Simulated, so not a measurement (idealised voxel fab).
Process module heading - voxel trench capacitor
Section shown: cut. Width: 285 nm. Cell size: 5 nm, square.
A cross-section is a grid of square cells, given in bands from the top down. A band is one or more rows of cells.
Per band: top height and bottom height in nm, followed by the left-to-right materials and their widths in nm; "full width" marks a single material spanning edge to edge, "air" marks empty space.
We count height from 0. Below that, the starting wafer is all one material. The lowest band never ends at the bottom but goes on down; see "0 -> down" for how that is written.
A two-number width, for instance "30 to 40", indicates that the width is equal to the first number in the top row of the band and to the second number in the bottom row, and that it changes by a constant amount per row of cells.
What does "nothing was modified" mean for a step? It means no cell of the cross-section changed in that step.
This entry, "Trapped void list", enumerates those empty regions of no fewer than 8 cells that possess no open connection to the top. Each region is reported in the form width x height at distance, the distance being taken from the left edge, with all three quantities expressed in nm.
after a step's settings: what the simulator itself notes on the step
The "overlay nm" setting may appear on a step's line; for a step that uses a mask, it gives how far to the right of its planned position the mask lay, and a negative value indicates the left.
Guide to the pairs. Each holds a before and an after cross-section around one process step; the after cross-section is cut off at the lowest band that changed. Look under the pair for the step between them and its settings. Pairs can come from different runs of this module on the same starting wafer, so a pair follows on from the one above it only where its entry headed "Prior to processing" says it does.
### Prior to processing
- 0 -> down  Si full width
- Trapped void list: none
### After the Step
- 5 -> 0  SiN full width
- All layers under 0 are left as they were.
- Trapped void list: none
Name the step between the before and after sections above: op CONFORMAL_DEP | material SiN | thk nm 5
Prior to processing: it's just the after picture from the pair right above this one.
### After the Step
- 5 -> 0  SiN 70 nm  air 25 nm  SiN 15 nm  air 25 nm  SiN 15 nm  air 25 nm  SiN 15 nm  air 25 nm  SiN 70 nm
- All layers under 0 are left as they were.
- Trapped void list: none
Name the step between the before and after sections above: op MASKED_ETCH | tone open | mask id TRENCH | width nm 25 | pitch nm 40 | etch materials SiN | depth nm 5 | overlay nm 0
Prior to processing: it's just the after picture from the pair right above this one.
### After the Step
- 5 -> 0  SiN 70 nm  air 25 nm  SiN 15 nm  air 25 nm  SiN 15 nm  air 25 nm  SiN 15 nm  air 25 nm  SiN 70 nm
- 0 -> -35  Si 70 nm  air 25 nm  Si 15 nm  air 25 nm  Si 15 nm  air 25 nm  Si 15 nm  air 25 nm  Si 70 nm
- All layers under -35 are left as they were.
- Trapped void list: none
Name the step between the before and after sections above: op MASKED_ETCH | tone open | mask id TRENCH | width nm 25 | pitch nm 40 | etch materials Si | depth nm 35 | overlay nm 0
Prior to processing: it's just the after picture from the pair right above this one.
### After the Step
- 10 -> 5  Al2O3 75 nm  air 15 nm  Al2O3 25 nm  air 15 nm  Al2O3 25 nm  air 15 nm  Al2O3 25 nm  air 15 nm  Al2O3 75 nm
- 5 -> 0  SiN 70 nm  Al2O3 5 nm  air 15 nm  Al2O3 5 nm  SiN 15 nm  Al2O3 5 nm  air 15 nm  Al2O3 5 nm  SiN 15 nm  Al2O3 5 nm  air 15 nm  Al2O3 5 nm  SiN 15 nm  Al2O3 5 nm  air 15 nm  Al2O3 5 nm  SiN 70 nm
- 0 -> -30  Si 70 nm  Al2O3 5 nm  air 15 nm  Al2O3 5 nm  Si 15 nm  Al2O3 5 nm  air 15 nm  Al2O3 5 nm  Si 15 nm  Al2O3 5 nm  air 15 nm  Al2O3 5 nm  Si 15 nm  Al2O3 5 nm  air 15 nm  Al2O3 5 nm  Si 70 nm
- -30 -> -35  Si 70 nm  Al2O3 25 nm  Si 15 nm  Al2O3 25 nm  Si 15 nm  Al2O3 25 nm  Si 15 nm  Al2O3 25 nm  Si 70 nm
- All layers under -35 are left as they were.
- Trapped void list: none
Name the step between the before and after sections above: op CONFORMAL_DEP | material Al2O3 | thk nm 5
Prior to processing: it's just the after picture from the pair right above this one.
### After the Step
- 15 -> 10  TiN 80 nm  air 5 nm  TiN 35 nm  air 5 nm  TiN 35 nm  air 5 nm  TiN 35 nm  air 5 nm  TiN 80 nm
- 10 -> 5  Al2O3 75 nm  TiN 5 nm  air 5 nm  TiN 5 nm  Al2O3 25 nm  TiN 5 nm  air 5 nm  TiN 5 nm  Al2O3 25 nm  TiN 5 nm  air 5 nm  TiN 5 nm  Al2O3 25 nm  TiN 5 nm  air 5 nm  TiN 5 nm  Al2O3 75 nm
- 5 -> 0  SiN 70 nm  Al2O3 5 nm  TiN 5 nm  air 5 nm  TiN 5 nm  Al2O3 5 nm  SiN 15 nm  Al2O3 5 nm  TiN 5 nm  air 5 nm  TiN 5 nm  Al2O3 5 nm  SiN 15 nm  Al2O3 5 nm  TiN 5 nm  air 5 nm  TiN 5 nm  Al2O3 5 nm  SiN 15 nm  Al2O3 5 nm  TiN 5 nm  air 5 nm  TiN 5 nm  Al2O3 5 nm  SiN 70 nm
- 0 -> -25  Si 70 nm  Al2O3 5 nm  TiN 5 nm  air 5 nm  TiN 5 nm  Al2O3 5 nm  Si 15 nm  Al2O3 5 nm  TiN 5 nm  air 5 nm  TiN 5 nm  Al2O3 5 nm  Si 15 nm  Al2O3 5 nm  TiN 5 nm  air 5 nm  TiN 5 nm  Al2O3 5 nm  Si 15 nm  Al2O3 5 nm  TiN 5 nm  air 5 nm  TiN 5 nm  Al2O3 5 nm  Si 70 nm
- -25 -> -30  Si 70 nm  Al2O3 5 nm  TiN 15 nm  Al2O3 5 nm  Si 15 nm  Al2O3 5 nm  TiN 15 nm  Al2O3 5 nm  Si 15 nm  Al2O3 5 nm  TiN 15 nm  Al2O3 5 nm  Si 15 nm  Al2O3 5 nm  TiN 15 nm  Al2O3 5 nm  Si 70 nm
- All layers under -30 are left as they were.
- Trapped void list: none
Name the step between the before and after sections above: op CONFORMAL_DEP | material TiN | thk nm 5
Prior to processing: it's just the after picture from the pair right above this one.
### After the Step
- 25 -> 15  W full width
- 15 -> 10  TiN 80 nm  W 5 nm  TiN 35 nm  W 5 nm  TiN 35 nm  W 5 nm  TiN 35 nm  W 5 nm  TiN 80 nm
- 10 -> 5  Al2O3 75 nm  TiN 5 nm  W 5 nm  TiN 5 nm  Al2O3 25 nm  TiN 5 nm  W 5 nm  TiN 5 nm  Al2O3 25 nm  TiN 5 nm  W 5 nm  TiN 5 nm  Al2O3 25 nm  TiN 5 nm  W 5 nm  TiN 5 nm  Al2O3 75 nm
- 5 -> 0  SiN 70 nm  Al2O3 5 nm  TiN 5 nm  W 5 nm  TiN 5 nm  Al2O3 5 nm  SiN 15 nm  Al2O3 5 nm  TiN 5 nm  W 5 nm  TiN 5 nm  Al2O3 5 nm  SiN 15 nm  Al2O3 5 nm  TiN 5 nm  W 5 nm  TiN 5 nm  Al2O3 5 nm  SiN 15 nm  Al2O3 5 nm  TiN 5 nm  W 5 nm  TiN 5 nm  Al2O3 5 nm  SiN 70 nm
- 0 -> -25  Si 70 nm  Al2O3 5 nm  TiN 5 nm  W 5 nm  TiN 5 nm  Al2O3 5 nm  Si 15 nm  Al2O3 5 nm  TiN 5 nm  W 5 nm  TiN 5 nm  Al2O3 5 nm  Si 15 nm  Al2O3 5 nm  TiN 5 nm  W 5 nm  TiN 5 nm  Al2O3 5 nm  Si 15 nm  Al2O3 5 nm  TiN 5 nm  W 5 nm  TiN 5 nm  Al2O3 5 nm  Si 70 nm
- All layers under -25 are left as they were.
- Trapped void list: none
Name the step between the before and after sections above: op FILL_DEP | material W | thk nm 10
Prior to processing: it's just the after picture from the pair right above this one.
### After the Step
- 5 -> 0  SiN 70 nm  Al2O3 5 nm  TiN 5 nm  W 5 nm  TiN 5 nm  Al2O3 5 nm  SiN 15 nm  Al2O3 5 nm  TiN 5 nm  W 5 nm  TiN 5 nm  Al2O3 5 nm  SiN 15 nm  Al2O3 5 nm  TiN 5 nm  W 5 nm  TiN 5 nm  Al2O3 5 nm  SiN 15 nm  Al2O3 5 nm  TiN 5 nm  W 5 nm  TiN 5 nm  Al2O3 5 nm  SiN 70 nm
- All layers under 0 are left as they were.
- Trapped void list: none
Name the step between the before and after sections above: op CMP | height nm 5
### Prior to processing
- 5 -> 0  SiN 70 nm  air 25 nm  SiN 15 nm  air 25 nm  SiN 15 nm  air 25 nm  SiN 15 nm  air 25 nm  SiN 70 nm
- 0 -> -35  Si 70 nm  air 25 nm  Si 15 nm  air 25 nm  Si 15 nm  air 25 nm  Si 15 nm  air 25 nm  Si 70 nm
- -35 -> down  Si full width
- Trapped void list: none
### After the Step
- 5 -> 0  SiN 70 nm  air 25 nm  SiN 15 nm  air 25 nm  SiN 15 nm  air 25 nm  SiN 15 nm  air 25 nm  SiN 70 nm
- 0 -> -70  Si 70 nm  air 25 nm  Si 15 nm  air 25 nm  Si 15 nm  air 25 nm  Si 15 nm  air 25 nm  Si 70 nm
- All layers under -70 are left as they were.
- Trapped void list: none
Name the step between the before and after sections above: op MASKED_ETCH | tone open | mask id TRENCH | width nm 25 | pitch nm 40 | etch materials Si | depth nm 35 | overlay nm 0
Prior to processing: it's just the after picture from the pair right above this one.
### After the Step
- 10 -> 5  Al2O3 75 nm  air 15 nm  Al2O3 25 nm  air 15 nm  Al2O3 25 nm  air 15 nm  Al2O3 25 nm  air 15 nm  Al2O3 75 nm
- 5 -> 0  SiN 70 nm  Al2O3 5 nm  air 15 nm  Al2O3 5 nm  SiN 15 nm  Al2O3 5 nm  air 15 nm  Al2O3 5 nm  SiN 15 nm  Al2O3 5 nm  air 15 nm  Al2O3 5 nm  SiN 15 nm  Al2O3 5 nm  air 15 nm  Al2O3 5 nm  SiN 70 nm
- 0 -> -65  Si 70 nm  Al2O3 5 nm  air 15 nm  Al2O3 5 nm  Si 15 nm  Al2O3 5 nm  air 15 nm  Al2O3 5 nm  Si 15 nm  Al2O3 5 nm  air 15 nm  Al2O3 5 nm  Si 15 nm  Al2O3 5 nm  air 15 nm  Al2O3 5 nm  Si 70 nm
- -65 -> -70  Si 70 nm  Al2O3 25 nm  Si 15 nm  Al2O3 25 nm  Si 15 nm  Al2O3 25 nm  Si 15 nm  Al2O3 25 nm  Si 70 nm
- All layers under -70 are left as they were.
- Trapped void list: none
Name the step between the before and after sections above: op CONFORMAL_DEP | material Al2O3 | thk nm 5
Prior to processing: it's just the after picture from the pair right above this one.
### After the Step
- 15 -> 10  TiN 80 nm  air 5 nm  TiN 35 nm  air 5 nm  TiN 35 nm  air 5 nm  TiN 35 nm  air 5 nm  TiN 80 nm
- 10 -> 5  Al2O3 75 nm  TiN 5 nm  air 5 nm  TiN 5 nm  Al2O3 25 nm  TiN 5 nm  air 5 nm  TiN 5 nm  Al2O3 25 nm  TiN 5 nm  air 5 nm  TiN 5 nm  Al2O3 25 nm  TiN 5 nm  air 5 nm  TiN 5 nm  Al2O3 75 nm
- 5 -> 0  SiN 70 nm  Al2O3 5 nm  TiN 5 nm  air 5 nm  TiN 5 nm  Al2O3 5 nm  SiN 15 nm  Al2O3 5 nm  TiN 5 nm  air 5 nm  TiN 5 nm  Al2O3 5 nm  SiN 15 nm  Al2O3 5 nm  TiN 5 nm  air 5 nm  TiN 5 nm  Al2O3 5 nm  SiN 15 nm  Al2O3 5 nm  TiN 5 nm  air 5 nm  TiN 5 nm  Al2O3 5 nm  SiN 70 nm
- 0 -> -60  Si 70 nm  Al2O3 5 nm  TiN 5 nm  air 5 nm  TiN 5 nm  Al2O3 5 nm  Si 15 nm  Al2O3 5 nm  TiN 5 nm  air 5 nm  TiN 5 nm  Al2O3 5 nm  Si 15 nm  Al2O3 5 nm  TiN 5 nm  air 5 nm  TiN 5 nm  Al2O3 5 nm  Si 15 nm  Al2O3 5 nm  TiN 5 nm  air 5 nm  TiN 5 nm  Al2O3 5 nm  Si 70 nm
- -60 -> -65  Si 70 nm  Al2O3 5 nm  TiN 15 nm  Al2O3 5 nm  Si 15 nm  Al2O3 5 nm  TiN 15 nm  Al2O3 5 nm  Si 15 nm  Al2O3 5 nm  TiN 15 nm  Al2O3 5 nm  Si 15 nm  Al2O3 5 nm  TiN 15 nm  Al2O3 5 nm  Si 70 nm
- All layers under -65 are left as they were.
- Trapped void list: none
Name the step between the before and after sections above: op CONFORMAL_DEP | material TiN | thk nm 5
Prior to processing: it's just the after picture from the pair right above this one.
### After the Step
- 25 -> 15  W full width
- 15 -> 10  TiN 80 nm  W 5 nm  TiN 35 nm  W 5 nm  TiN 35 nm  W 5 nm  TiN 35 nm  W 5 nm  TiN 80 nm
- 10 -> 5  Al2O3 75 nm  TiN 5 nm  W 5 nm  TiN 5 nm  Al2O3 25 nm  TiN 5 nm  W 5 nm  TiN 5 nm  Al2O3 25 nm  TiN 5 nm  W 5 nm  TiN 5 nm  Al2O3 25 nm  TiN 5 nm  W 5 nm  TiN 5 nm  Al2O3 75 nm
- 5 -> 0  SiN 70 nm  Al2O3 5 nm  TiN 5 nm  W 5 nm  TiN 5 nm  Al2O3 5 nm  SiN 15 nm  Al2O3 5 nm  TiN 5 nm  W 5 nm  TiN 5 nm  Al2O3 5 nm  SiN 15 nm  Al2O3 5 nm  TiN 5 nm  W 5 nm  TiN 5 nm  Al2O3 5 nm  SiN 15 nm  Al2O3 5 nm  TiN 5 nm  W 5 nm  TiN 5 nm  Al2O3 5 nm  SiN 70 nm
- 0 -> -60  Si 70 nm  Al2O3 5 nm  TiN 5 nm  W 5 nm  TiN 5 nm  Al2O3 5 nm  Si 15 nm  Al2O3 5 nm  TiN 5 nm  W 5 nm  TiN 5 nm  Al2O3 5 nm  Si 15 nm  Al2O3 5 nm  TiN 5 nm  W 5 nm  TiN 5 nm  Al2O3 5 nm  Si 15 nm  Al2O3 5 nm  TiN 5 nm  W 5 nm  TiN 5 nm  Al2O3 5 nm  Si 70 nm
- All layers under -60 are left as they were.
- Trapped void list: none
Name the step between the before and after sections above: op FILL_DEP | material W | thk nm 10
Prior to processing: it's just the after picture from the pair right above this one.
### After the Step
- 5 -> 0  SiN 70 nm  Al2O3 5 nm  TiN 5 nm  W 5 nm  TiN 5 nm  Al2O3 5 nm  SiN 15 nm  Al2O3 5 nm  TiN 5 nm  W 5 nm  TiN 5 nm  Al2O3 5 nm  SiN 15 nm  Al2O3 5 nm  TiN 5 nm  W 5 nm  TiN 5 nm  Al2O3 5 nm  SiN 15 nm  Al2O3 5 nm  TiN 5 nm  W 5 nm  TiN 5 nm  Al2O3 5 nm  SiN 70 nm
- All layers under 0 are left as they were.
- Trapped void list: none
Name the step between the before and after sections above: op CMP | height nm 5
### Prior to processing
- 5 -> 0  SiN 70 nm  air 25 nm  SiN 15 nm  air 25 nm  SiN 15 nm  air 25 nm  SiN 15 nm  air 25 nm  SiN 70 nm
- 0 -> -35  Si 70 nm  air 25 nm  Si 15 nm  air 25 nm  Si 15 nm  air 25 nm  Si 15 nm  air 25 nm  Si 70 nm
- -35 -> down  Si full width
- Trapped void list: none
### After the Step
- 10 -> 5  TiN 75 nm  air 15 nm  TiN 25 nm  air 15 nm  TiN 25 nm  air 15 nm  TiN 25 nm  air 15 nm  TiN 75 nm
- 5 -> 0  SiN 70 nm  TiN 5 nm  air 15 nm  TiN 5 nm  SiN 15 nm  TiN 5 nm  air 15 nm  TiN 5 nm  SiN 15 nm  TiN 5 nm  air 15 nm  TiN 5 nm  SiN 15 nm  TiN 5 nm  air 15 nm  TiN 5 nm  SiN 70 nm
- 0 -> -30  Si 70 nm  TiN 5 nm  air 15 nm  TiN 5 nm  Si 15 nm  TiN 5 nm  air 15 nm  TiN 5 nm  Si 15 nm  TiN 5 nm  air 15 nm  TiN 5 nm  Si 15 nm  TiN 5 nm  air 15 nm  TiN 5 nm  Si 70 nm
- -30 -> -35  Si 70 nm  TiN 25 nm  Si 15 nm  TiN 25 nm  Si 15 nm  TiN 25 nm  Si 15 nm  TiN 25 nm  Si 70 nm
- All layers under -35 are left as they were.
- Trapped void list: none
Name the step between the before and after sections above: op CONFORMAL_DEP | material TiN | thk nm 5
Prior to processing: it's just the after picture from the pair right above this one.
### After the Step
- 15 -> 10  Al2O3 80 nm  air 5 nm  Al2O3 35 nm  air 5 nm  Al2O3 35 nm  air 5 nm  Al2O3 35 nm  air 5 nm  Al2O3 80 nm
- 10 -> 5  TiN 75 nm  Al2O3 5 nm  air 5 nm  Al2O3 5 nm  TiN 25 nm  Al2O3 5 nm  air 5 nm  Al2O3 5 nm  TiN 25 nm  Al2O3 5 nm  air 5 nm  Al2O3 5 nm  TiN 25 nm  Al2O3 5 nm  air 5 nm  Al2O3 5 nm  TiN 75 nm
- 5 -> 0  SiN 70 nm  TiN 5 nm  Al2O3 5 nm  air 5 nm  Al2O3 5 nm  TiN 5 nm  SiN 15 nm  TiN 5 nm  Al2O3 5 nm  air 5 nm  Al2O3 5 nm  TiN 5 nm  SiN 15 nm  TiN 5 nm  Al2O3 5 nm  air 5 nm  Al2O3 5 nm  TiN 5 nm  SiN 15 nm  TiN 5 nm  Al2O3 5 nm  air 5 nm  Al2O3 5 nm  TiN 5 nm  SiN 70 nm
- 0 -> -25  Si 70 nm  TiN 5 nm  Al2O3 5 nm  air 5 nm  Al2O3 5 nm  TiN 5 nm  Si 15 nm  TiN 5 nm  Al2O3 5 nm  air 5 nm  Al2O3 5 nm  TiN 5 nm  Si 15 nm  TiN 5 nm  Al2O3 5 nm  air 5 nm  Al2O3 5 nm  TiN 5 nm  Si 15 nm  TiN 5 nm  Al2O3 5 nm  air 5 nm  Al2O3 5 nm  TiN 5 nm  Si 70 nm
- -25 -> -30  Si 70 nm  TiN 5 nm  Al2O3 15 nm  TiN 5 nm  Si 15 nm  TiN 5 nm  Al2O3 15 nm  TiN 5 nm  Si 15 nm  TiN 5 nm  Al2O3 15 nm  TiN 5 nm  Si 15 nm  TiN 5 nm  Al2O3 15 nm  TiN 5 nm  Si 70 nm
- All layers under -30 are left as they were.
- Trapped void list: none
Name the step between the before and after sections above: op CONFORMAL_DEP | material Al2O3 | thk nm 5
Prior to processing: it's just the after picture from the pair right above this one.
### After the Step
- 25 -> 15  W full width
- 15 -> 10  Al2O3 80 nm  W 5 nm  Al2O3 35 nm  W 5 nm  Al2O3 35 nm  W 5 nm  Al2O3 35 nm  W 5 nm  Al2O3 80 nm
- 10 -> 5  TiN 75 nm  Al2O3 5 nm  W 5 nm  Al2O3 5 nm  TiN 25 nm  Al2O3 5 nm  W 5 nm  Al2O3 5 nm  TiN 25 nm  Al2O3 5 nm  W 5 nm  Al2O3 5 nm  TiN 25 nm  Al2O3 5 nm  W 5 nm  Al2O3 5 nm  TiN 75 nm
- 5 -> 0  SiN 70 nm  TiN 5 nm  Al2O3 5 nm  W 5 nm  Al2O3 5 nm  TiN 5 nm  SiN 15 nm  TiN 5 nm  Al2O3 5 nm  W 5 nm  Al2O3 5 nm  TiN 5 nm  SiN 15 nm  TiN 5 nm  Al2O3 5 nm  W 5 nm  Al2O3 5 nm  TiN 5 nm  SiN 15 nm  TiN 5 nm  Al2O3 5 nm  W 5 nm  Al2O3 5 nm  TiN 5 nm  SiN 70 nm
- 0 -> -25  Si 70 nm  TiN 5 nm  Al2O3 5 nm  W 5 nm  Al2O3 5 nm  TiN 5 nm  Si 15 nm  TiN 5 nm  Al2O3 5 nm  W 5 nm  Al2O3 5 nm  TiN 5 nm  Si 15 nm  TiN 5 nm  Al2O3 5 nm  W 5 nm  Al2O3 5 nm  TiN 5 nm  Si 15 nm  TiN 5 nm  Al2O3 5 nm  W 5 nm  Al2O3 5 nm  TiN 5 nm  Si 70 nm
- All layers under -25 are left as they were.
- Trapped void list: none
Name the step between the before and after sections above: op FILL_DEP | material W | thk nm 10
Prior to processing: it's just the after picture from the pair right above this one.
### After the Step
- 5 -> 0  SiN 70 nm  TiN 5 nm  Al2O3 5 nm  W 5 nm  Al2O3 5 nm  TiN 5 nm  SiN 15 nm  TiN 5 nm  Al2O3 5 nm  W 5 nm  Al2O3 5 nm  TiN 5 nm  SiN 15 nm  TiN 5 nm  Al2O3 5 nm  W 5 nm  Al2O3 5 nm  TiN 5 nm  SiN 15 nm  TiN 5 nm  Al2O3 5 nm  W 5 nm  Al2O3 5 nm  TiN 5 nm  SiN 70 nm
- All layers under 0 are left as they were.
- Trapped void list: none
Name the step between the before and after sections above: op CMP | height nm 5
### Prior to processing
- 25 -> 15  W full width
- 15 -> 10  TiN 80 nm  W 5 nm  TiN 35 nm  W 5 nm  TiN 35 nm  W 5 nm  TiN 35 nm  W 5 nm  TiN 80 nm
- 10 -> 5  Al2O3 75 nm  TiN 5 nm  W 5 nm  TiN 5 nm  Al2O3 25 nm  TiN 5 nm  W 5 nm  TiN 5 nm  Al2O3 25 nm  TiN 5 nm  W 5 nm  TiN 5 nm  Al2O3 25 nm  TiN 5 nm  W 5 nm  TiN 5 nm  Al2O3 75 nm
- 5 -> 0  SiN 70 nm  Al2O3 5 nm  TiN 5 nm  W 5 nm  TiN 5 nm  Al2O3 5 nm  SiN 15 nm  Al2O3 5 nm  TiN 5 nm  W 5 nm  TiN 5 nm  Al2O3 5 nm  SiN 15 nm  Al2O3 5 nm  TiN 5 nm  W 5 nm  TiN 5 nm  Al2O3 5 nm  SiN 15 nm  Al2O3 5 nm  TiN 5 nm  W 5 nm  TiN 5 nm  Al2O3 5 nm  SiN 70 nm
- 0 -> -25  Si 70 nm  Al2O3 5 nm  TiN 5 nm  W 5 nm  TiN 5 nm  Al2O3 5 nm  Si 15 nm  Al2O3 5 nm  TiN 5 nm  W 5 nm  TiN 5 nm  Al2O3 5 nm  Si 15 nm  Al2O3 5 nm  TiN 5 nm  W 5 nm  TiN 5 nm  Al2O3 5 nm  Si 15 nm  Al2O3 5 nm  TiN 5 nm  W 5 nm  TiN 5 nm  Al2O3 5 nm  Si 70 nm
- -25 -> -30  Si 70 nm  Al2O3 5 nm  TiN 15 nm  Al2O3 5 nm  Si 15 nm  Al2O3 5 nm  TiN 15 nm  Al2O3 5 nm  Si 15 nm  Al2O3 5 nm  TiN 15 nm  Al2O3 5 nm  Si 15 nm  Al2O3 5 nm  TiN 15 nm  Al2O3 5 nm  Si 70 nm
- -30 -> -35  Si 70 nm  Al2O3 25 nm  Si 15 nm  Al2O3 25 nm  Si 15 nm  Al2O3 25 nm  Si 15 nm  Al2O3 25 nm  Si 70 nm
- -35 -> down  Si full width
- Trapped void list: none
### After the Step
- -5 -> -25  Si 70 nm  Al2O3 5 nm  TiN 5 nm  W 5 nm  TiN 5 nm  Al2O3 5 nm  Si 15 nm  Al2O3 5 nm  TiN 5 nm  W 5 nm  TiN 5 nm  Al2O3 5 nm  Si 15 nm  Al2O3 5 nm  TiN 5 nm  W 5 nm  TiN 5 nm  Al2O3 5 nm  Si 15 nm  Al2O3 5 nm  TiN 5 nm  W 5 nm  TiN 5 nm  Al2O3 5 nm  Si 70 nm
- All layers under -25 are left as they were.
- Trapped void list: none
Name the step between the before and after sections above: op CMP | height nm -5
### Prior to processing
- 5 -> 0  SiN 70 nm  air 25 nm  SiN 15 nm  air 25 nm  SiN 15 nm  air 25 nm  SiN 15 nm  air 25 nm  SiN 70 nm
- 0 -> down  Si full width
- Trapped void list: none
### After the Step
- 5 -> 0  SiN 70 nm  air 25 nm  SiN 15 nm  air 25 nm  SiN 15 nm  air 25 nm  SiN 15 nm  air 25 nm  SiN 70 nm
- 0 -> -35  Si 75 nm  air 15 nm  Si 25 nm  air 15 nm  Si 25 nm  air 15 nm  Si 25 nm  air 15 nm  Si 75 nm
- All layers under -35 are left as they were.
- Trapped void list: none
Name the step between the before and after sections above: op MASKED_ETCH | tone open | mask id TRENCH | width nm 15 | pitch nm 40 | etch materials Si | depth nm 35 | overlay nm 0
Prior to processing: it's just the after picture from the pair right above this one.
### After the Step
- 10 -> 5  Al2O3 75 nm  air 15 nm  Al2O3 25 nm  air 15 nm  Al2O3 25 nm  air 15 nm  Al2O3 25 nm  air 15 nm  Al2O3 75 nm
- 5 -> 0  SiN 70 nm  Al2O3 10 nm  air 5 nm  Al2O3 10 nm  SiN 15 nm  Al2O3 10 nm  air 5 nm  Al2O3 10 nm  SiN 15 nm  Al2O3 10 nm  air 5 nm  Al2O3 10 nm  SiN 15 nm  Al2O3 10 nm  air 5 nm  Al2O3 10 nm  SiN 70 nm
- 0 -> -30  Si 75 nm  Al2O3 5 nm  air 5 nm  Al2O3 5 nm  Si 25 nm  Al2O3 5 nm  air 5 nm  Al2O3 5 nm  Si 25 nm  Al2O3 5 nm  air 5 nm  Al2O3 5 nm  Si 25 nm  Al2O3 5 nm  air 5 nm  Al2O3 5 nm  Si 75 nm
- -30 -> -35  Si 75 nm  Al2O3 15 nm  Si 25 nm  Al2O3 15 nm  Si 25 nm  Al2O3 15 nm  Si 25 nm  Al2O3 15 nm  Si 75 nm
- All layers under -35 are left as they were.
- Trapped void list: none
Name the step between the before and after sections above: op CONFORMAL_DEP | material Al2O3 | thk nm 5
Prior to processing: it's just the after picture from the pair right above this one.
### After the Step
- 15 -> 10  TiN 80 nm  air 5 nm  TiN 35 nm  air 5 nm  TiN 35 nm  air 5 nm  TiN 35 nm  air 5 nm  TiN 80 nm
- 10 -> 5  Al2O3 75 nm  TiN 15 nm  Al2O3 25 nm  TiN 15 nm  Al2O3 25 nm  TiN 15 nm  Al2O3 25 nm  TiN 15 nm  Al2O3 75 nm
- 5 -> 0  SiN 70 nm  Al2O3 10 nm  TiN 5 nm  Al2O3 10 nm  SiN 15 nm  Al2O3 10 nm  TiN 5 nm  Al2O3 10 nm  SiN 15 nm  Al2O3 10 nm  TiN 5 nm  Al2O3 10 nm  SiN 15 nm  Al2O3 10 nm  TiN 5 nm  Al2O3 10 nm  SiN 70 nm
- 0 -> -30  Si 75 nm  Al2O3 5 nm  TiN 5 nm  Al2O3 5 nm  Si 25 nm  Al2O3 5 nm  TiN 5 nm  Al2O3 5 nm  Si 25 nm  Al2O3 5 nm  TiN 5 nm  Al2O3 5 nm  Si 25 nm  Al2O3 5 nm  TiN 5 nm  Al2O3 5 nm  Si 75 nm
- All layers under -30 are left as they were.
- Trapped void list: none
Name the step between the before and after sections above: op CONFORMAL_DEP | material TiN | thk nm 5
Prior to processing: it's just the after picture from the pair right above this one.
### After the Step
- 25 -> 15  W full width
- 15 -> 10  TiN 80 nm  W 5 nm  TiN 35 nm  W 5 nm  TiN 35 nm  W 5 nm  TiN 35 nm  W 5 nm  TiN 80 nm
- All layers under 10 are left as they were.
- Trapped void list: none
Name the step between the before and after sections above: op FILL_DEP | material W | thk nm 10
Prior to processing: it's just the after picture from the pair right above this one.
### After the Step
- 5 -> 0  SiN 70 nm  Al2O3 10 nm  TiN 5 nm  Al2O3 10 nm  SiN 15 nm  Al2O3 10 nm  TiN 5 nm  Al2O3 10 nm  SiN 15 nm  Al2O3 10 nm  TiN 5 nm  Al2O3 10 nm  SiN 15 nm  Al2O3 10 nm  TiN 5 nm  Al2O3 10 nm  SiN 70 nm
- All layers under 0 are left as they were.
- Trapped void list: none
Name the step between the before and after sections above: op CMP | height nm 5
### Prior to processing
- 5 -> 0  SiN full width
- 0 -> down  Si full width
- Trapped void list: none
### After the Step
- 5 -> 0  SiN 60 nm  air 25 nm  SiN 15 nm  air 25 nm  SiN 15 nm  air 25 nm  SiN 15 nm  air 25 nm  SiN 80 nm
- All layers under 0 are left as they were.
- Trapped void list: none
Name the step between the before and after sections above: op MASKED_ETCH | tone open | mask id TRENCH | width nm 25 | pitch nm 40 | etch materials SiN | depth nm 5 | overlay nm -10
Prior to processing: it's just the after picture from the pair right above this one.
### After the Step
- 5 -> 0  SiN 60 nm  air 25 nm  SiN 15 nm  air 25 nm  SiN 15 nm  air 25 nm  SiN 15 nm  air 25 nm  SiN 80 nm
- 0 -> -35  Si 70 nm  air 15 nm  Si 25 nm  air 15 nm  Si 25 nm  air 15 nm  Si 25 nm  air 15 nm  Si 80 nm
- All layers under -35 are left as they were.
- Trapped void list: none
Name the step between the before and after sections above: op MASKED_ETCH | tone open | mask id TRENCH | width nm 25 | pitch nm 40 | etch materials Si | depth nm 35 | overlay nm 0
Prior to processing: it's just the after picture from the pair right above this one.
### After the Step
- 10 -> 5  Al2O3 65 nm  air 15 nm  Al2O3 25 nm  air 15 nm  Al2O3 25 nm  air 15 nm  Al2O3 25 nm  air 15 nm  Al2O3 85 nm
- 5 -> 0  SiN 60 nm  Al2O3 15 nm  air 5 nm  Al2O3 5 nm  SiN 15 nm  Al2O3 15 nm  air 5 nm  Al2O3 5 nm  SiN 15 nm  Al2O3 15 nm  air 5 nm  Al2O3 5 nm  SiN 15 nm  Al2O3 15 nm  air 5 nm  Al2O3 5 nm  SiN 80 nm
- 0 -> -30  Si 70 nm  Al2O3 5 nm  air 5 nm  Al2O3 5 nm  Si 25 nm  Al2O3 5 nm  air 5 nm  Al2O3 5 nm  Si 25 nm  Al2O3 5 nm  air 5 nm  Al2O3 5 nm  Si 25 nm  Al2O3 5 nm  air 5 nm  Al2O3 5 nm  Si 80 nm
- -30 -> -35  Si 70 nm  Al2O3 15 nm  Si 25 nm  Al2O3 15 nm  Si 25 nm  Al2O3 15 nm  Si 25 nm  Al2O3 15 nm  Si 80 nm
- All layers under -35 are left as they were.
- Trapped void list: none
Name the step between the before and after sections above: op CONFORMAL_DEP | material Al2O3 | thk nm 5
Prior to processing: it's just the after picture from the pair right above this one.
### After the Step
- 15 -> 10  TiN 70 nm  air 5 nm  TiN 35 nm  air 5 nm  TiN 35 nm  air 5 nm  TiN 35 nm  air 5 nm  TiN 90 nm
- 10 -> 5  Al2O3 65 nm  TiN 15 nm  Al2O3 25 nm  TiN 15 nm  Al2O3 25 nm  TiN 15 nm  Al2O3 25 nm  TiN 15 nm  Al2O3 85 nm
- 5 -> 0  SiN 60 nm  Al2O3 15 nm  TiN 5 nm  Al2O3 5 nm  SiN 15 nm  Al2O3 15 nm  TiN 5 nm  Al2O3 5 nm  SiN 15 nm  Al2O3 15 nm  TiN 5 nm  Al2O3 5 nm  SiN 15 nm  Al2O3 15 nm  TiN 5 nm  Al2O3 5 nm  SiN 80 nm
- 0 -> -30  Si 70 nm  Al2O3 5 nm  TiN 5 nm  Al2O3 5 nm  Si 25 nm  Al2O3 5 nm  TiN 5 nm  Al2O3 5 nm  Si 25 nm  Al2O3 5 nm  TiN 5 nm  Al2O3 5 nm  Si 25 nm  Al2O3 5 nm  TiN 5 nm  Al2O3 5 nm  Si 80 nm
- All layers under -30 are left as they were.
- Trapped void list: none
Name the step between the before and after sections above: op CONFORMAL_DEP | material TiN | thk nm 5
